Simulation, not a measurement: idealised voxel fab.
The following process module bears the name voxel self aligned contacts.
Each square cell in cross-section cut measures 5 nm, and the section as a whole is 240 nm wide.
In what follows, cross-sections appear as grids of square cells, described through bands that run from the top down, where every band is one or more rows of cells. Band: top height; bottom height; in nm. Then, left to right: material with width in nm, for each material. "edge to edge": a single material spanning edge to edge. "empty": empty space. All heights in this document are referenced to 0, defined as the level beneath which the wafer, as received, consists entirely of one material. The lowest band is not bounded below; it extends indefinitely downward and is written in the form "top 0, no bottom". Per-row width for "30..40": begins at first number (top row of band), ends at second number (bottom row), increment between rows held constant. "remained the same" -> step changed no cross-section cell. The list in "Enclosed voids" covers empty spaces of 8 cells or more that cannot reach the top through any open way, and it gives each as width x height at distance; the distance is from the left edge, and width, height and distance are in nm. That trailing text on a step's line, after the settings, is the simulator's own remark on the step. overlay nm: right-of-plan distance of the mask on a masked step; negative values mean left-of-plan.
Below is the list of planned process steps:
step 1: RECEIVE (material Si)
step 2: OXIDIZE (depth nm 5)
step 3: DIRECTIONAL_DEP (material polySi; thk nm 20)
step 4: DIRECTIONAL_DEP (material SiN; thk nm 20)
step 5: DIRECTIONAL_DEP (material aC; thk nm 15)
step 6: PATTERN (tone cover; mask id GATE; material resist; width nm 30; pitch nm 70; thk nm 30; overlay nm 0)
step 7: DIRECTIONAL_ETCH (etch materials aC; depth nm 15)
step 8: STRIP (etch materials resist)
step 9: DIRECTIONAL_ETCH (etch materials SiN; depth nm 20)
step 10: DIRECTIONAL_ETCH (etch materials polySi; depth nm 20)
step 11: STRIP (etch materials aC)
step 12: CONFORMAL_DEP (material SiN; thk nm 10)
step 13: DIRECTIONAL_ETCH (etch materials SiN; depth nm 10)
step 14: FILL_DEP (material SiO2; thk nm 20)
step 15: CMP (height nm 50)
step 16: PATTERN (tone open; mask id CONTACT; material resist; width nm 50; thk nm 20; overlay nm 0)
step 17: DIRECTIONAL_ETCH (etch materials SiO2; depth nm 55)
step 18: STRIP (etch materials resist)
step 19: CONFORMAL_DEP (material TiN; thk nm 5)
step 20: FILL_DEP (material W; thk nm 10)
step 21: CMP (height nm 50)
step 22: CONFORMAL_DEP (material SiCN; thk nm 5)
Delivered wafer in cross-section: state after step 1:
- top 0, no bottom: Si edge to edge
- Enclosed voids: none
End-of-module XS, first of two wafers, run as planned:
- top 55, bottom 50: SiCN edge to edge
- top 50, bottom 40: SiO2 (95) / TiN (5..20) / W (40..10) / TiN (5..20) / SiO2 (95)
- top 40, bottom 20: SiO2 (60) / SiN (50) / TiN (5) / W (10) / TiN (5) / SiN (50) / SiO2 (60)
- top 20, bottom 0: SiO2 (60) / SiN (10) / polySi (30) / SiN (10) / TiN (5) / W (10) / TiN (5) / SiN (10) / polySi (30) / SiN (10) / SiO2 (60)
- top 0, bottom -5: SiO2 (110) / TiN (20) / SiO2 (110)
- top -5, no bottom: Si edge to edge
- Enclosed voids: none
Wafer two (of two), end-of-module cross-section: start = wafer one, plan = wafer one, one run mistake:
- top 55, bottom 50: SiCN edge to edge
- top 50, bottom 40: SiO2 (100) / TiN (5..15) / W (30..10) / TiN (5..15) / SiO2 (100)
- top 40, bottom 20: SiO2 (60) / SiN (50) / TiN (5) / W (10) / TiN (5) / SiN (50) / SiO2 (60)
- top 20, bottom 0: SiO2 (60) / SiN (10) / polySi (30) / SiN (10) / TiN (5) / W (10) / TiN (5) / SiN (10) / polySi (30) / SiN (10) / SiO2 (60)
- top 0, bottom -5: SiO2 (110) / TiN (20) / SiO2 (110)
- top -5, no bottom: Si edge to edge
- Enclosed voids: none
Where did the run depart from the plan? step 16 off recipe, ran as PATTERN (tone open; mask id CONTACT; material resist; width nm 40; thk nm 20; overlay nm 0)
At the finish, the second wafer shows more or fewer cells for some materials than the first does: 4 more of SiO2 | 2 fewer of TiN | 2 fewer of W
